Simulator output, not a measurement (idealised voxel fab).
Herein follows the process module entitled voxel released beams.
Cross-section cut: width 175 nm, square cells of 5 nm.
In this document a cross-section is written as a grid of square cells. It is given as a series of bands, listed from the top down, and a band is one or more rows of cells. In this notation a band is specified by the heights of its top and bottom, in that order and in nm, after which its materials appear from left to right, each paired with its width in nm. The word "all across" attached to a single material means that material fills the band from edge to edge; the word "empty" stands for empty space. A quick word on heights: they are counted from 0, and under that level the wafer as it came to us is one material throughout. The lowest band is different from the rest in having no bottom; it simply continues downward, written as in "from 0 down". When a width is written as two numbers, as in "30->40", the first number is the width in the top row of cells of the band and the second is the width in its bottom row, and the width changes by the same amount from each row to the next. Where a step carries "nothing got changed", the cross-section came out of it unchanged, cell for cell. "Enclosed void inventory" means: voids of 8 cells or more that are shut off from the top with no open way through. Written width x height at distance, distance from the left edge, in nm. Whatever follows a step's settings on its line is a remark the simulator itself makes about that step. For masked steps, "overlay nm" on the step line gives how far right of plan the mask actually lay; a minus sign means it lay to the left.

-- Intended process steps
step 1: RECEIVE with material Si
step 2: CONFORMAL_DEP with material SiN, thk nm 10
step 3: DIRECTIONAL_DEP with material SiO2, thk nm 10
step 4: MASKED_ETCH with tone open, mask id ANCHOR, width nm 25, etch materials SiO2, depth nm 10, overlay nm 0
step 5: CONFORMAL_DEP with material W, thk nm 10
step 6: PATTERN with tone cover, mask id BEAM, material resist, width nm 70, thk nm 15, overlay nm 0
step 7: DIRECTIONAL_ETCH with etch materials W, depth nm 10
step 8: STRIP with etch materials resist
step 9: STRIP with etch materials SiO2

-- This is the cross-section of the wafer as we received it, i.e. after step 1
	from 0 down: Si all across
	Enclosed void inventory: none

-- Result of the module, cross-sectioned: start per above, plan per above, one error in how it was run
	from 30 to 20: 50 nm empty | 70 nm W | 55 nm empty
	from 20 to 10: SiN all across
	from 10 to 0: SiO2 all across
	from 0 down: Si all across
	Enclosed void inventory: none
Plan not followed: contrary to the plan, steps 2 and 3 were processed in exchanged order
